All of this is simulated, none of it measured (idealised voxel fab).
voxel gate over fins: a process module
290 nm wide, 5 nm square cells: that's cross-section cut.
Cross-section format: a grid of square cells, given as bands from top to bottom; each band is one or more rows of cells. Look at the band entry: it leads with the top's height and the bottom's height in nm. Then it lists the materials left to right, with a width in nm for each. The word "throughout" on a single material says that material fills the band edge to edge. The word "blank" is empty space. All heights in this document are referenced to 0, defined as the level beneath which the wafer, as received, consists entirely of one material. The lowest band is not bounded below; it extends indefinitely downward and is written in the form "0 nm and below". Width "30->40": first value at the band's top row of cells, second value at its bottom row, equal change from row to row. Where the words "everything unchanged" appear for a step, the cross-section shows no cell changed by that step; every cell remained as before. Listed in "Closed internal voids": every empty space of 8 or more cells without an open way to the top. Form: width x height at distance, the distance being from the left edge, all in nm. Formally, on a step line, whatever follows the settings is a remark that the simulator itself makes on the step. The optional step-line setting "overlay nm" applies to steps with a mask and quantifies how far to the right of its planned location the mask lay, a negative value indicating leftward placement.

## The steps planned for the process are as follows
1) RECEIVE (material Si)
2) CONFORMAL_DEP (material SiN; thk nm 5)
3) PATTERN (tone cover; mask id FINS; material resist; width nm 15; pitch nm 40; thk nm 15; overlay nm 0)
4) DIRECTIONAL_ETCH (etch materials SiN; depth nm 5)
5) DIRECTIONAL_ETCH (etch materials Si; depth nm 35)
6) STRIP (etch materials resist)
7) OXIDIZE (depth nm 5)
8) FILL_DEP (material SiO2; thk nm 5)
9) CMP (height nm 5)
10) SELECTIVE_ETCH (etch materials SiO2; depth nm 20)
11) STRIP (etch materials SiN)
12) CONFORMAL_DEP (material HfO2; thk nm 5)
13) CONFORMAL_DEP (material TiN; thk nm 5)
14) FILL_DEP (material W; thk nm 15)
15) CMP (height nm 20)
16) CONFORMAL_DEP (material SiN; thk nm 10)

## Delivered wafer in cross-section: state after step 1
  0 nm and below | Si throughout
  Closed internal voids: none

## Looking at the first of two wafers in cross-section at end of module - ran to plan
  30 nm to 20 nm | SiN throughout
  20 nm to 10 nm | W throughout
  10 nm to 5 nm | W 70 / TiN 25 / W 15 / TiN 25 / W 15 / TiN 25 / W 15 / TiN 25 / W 75
  5 nm to 0 nm | W 70 / TiN 5 / HfO2 15 / TiN 5 / W 15 / TiN 5 / HfO2 15 / TiN 5 / W 15 / TiN 5 / HfO2 15 / TiN 5 / W 15 / TiN 5 / HfO2 15 / TiN 5 / W 75
  0 nm to -5 nm | W 70 / TiN 5 / HfO2 5 / Si 5 / HfO2 5 / TiN 5 / W 15 / TiN 5 / HfO2 5 / Si 5 / HfO2 5 / TiN 5 / W 15 / TiN 5 / HfO2 5 / Si 5 / HfO2 5 / TiN 5 / W 15 / TiN 5 / HfO2 5 / Si 5 / HfO2 5 / TiN 5 / W 75
  -5 nm to -10 nm | TiN 75 / HfO2 5 / Si 5 / HfO2 5 / TiN 25 / HfO2 5 / Si 5 / HfO2 5 / TiN 25 / HfO2 5 / Si 5 / HfO2 5 / TiN 25 / HfO2 5 / Si 5 / HfO2 5 / TiN 80
  -10 nm to -15 nm | HfO2 80 / Si 5 / HfO2 35 / Si 5 / HfO2 35 / Si 5 / HfO2 35 / Si 5 / HfO2 85
  -15 nm to -40 nm | SiO2 80 / Si 5 / SiO2 35 / Si 5 / SiO2 35 / Si 5 / SiO2 35 / Si 5 / SiO2 85
  -40 nm and below | Si throughout
  Closed internal voids: none

## Presented here is a cross-section of the second of the two wafers as it stood at the end of the module. It was started in the same manner and assigned the same plan as the first wafer; however, one mistake was made in its execution
  30 nm to 20 nm | SiN throughout
  20 nm to 10 nm | W throughout
  10 nm to 5 nm | W 75 / TiN 25 / W 15 / TiN 25 / W 15 / TiN 25 / W 15 / TiN 25 / W 70
  5 nm to 0 nm | W 75 / TiN 5 / HfO2 15 / TiN 5 / W 15 / TiN 5 / HfO2 15 / TiN 5 / W 15 / TiN 5 / HfO2 15 / TiN 5 / W 15 / TiN 5 / HfO2 15 / TiN 5 / W 70
  0 nm to -5 nm | W 75 / TiN 5 / HfO2 5 / Si 5 / HfO2 5 / TiN 5 / W 15 / TiN 5 / HfO2 5 / Si 5 / HfO2 5 / TiN 5 / W 15 / TiN 5 / HfO2 5 / Si 5 / HfO2 5 / TiN 5 / W 15 / TiN 5 / HfO2 5 / Si 5 / HfO2 5 / TiN 5 / W 70
  -5 nm to -10 nm | TiN 80 / HfO2 5 / Si 5 / HfO2 5 / TiN 25 / HfO2 5 / Si 5 / HfO2 5 / TiN 25 / HfO2 5 / Si 5 / HfO2 5 / TiN 25 / HfO2 5 / Si 5 / HfO2 5 / TiN 75
  -10 nm to -15 nm | HfO2 85 / Si 5 / HfO2 35 / Si 5 / HfO2 35 / Si 5 / HfO2 35 / Si 5 / HfO2 80
  -15 nm to -40 nm | SiO2 85 / Si 5 / SiO2 35 / Si 5 / SiO2 35 / Si 5 / SiO2 35 / Si 5 / SiO2 80
  -40 nm and below | Si throughout
  Closed internal voids: none
Deviation noted in wafer processing: step 3, actual vs plan mismatch, actual run PATTERN (tone cover; mask id FINS; material resist; width nm 15; pitch nm 40; thk nm 15; overlay nm 5)
In the final comparison it is observed that the number of cells assigned to each material is identical for the two wafers, whereas their placement is not.
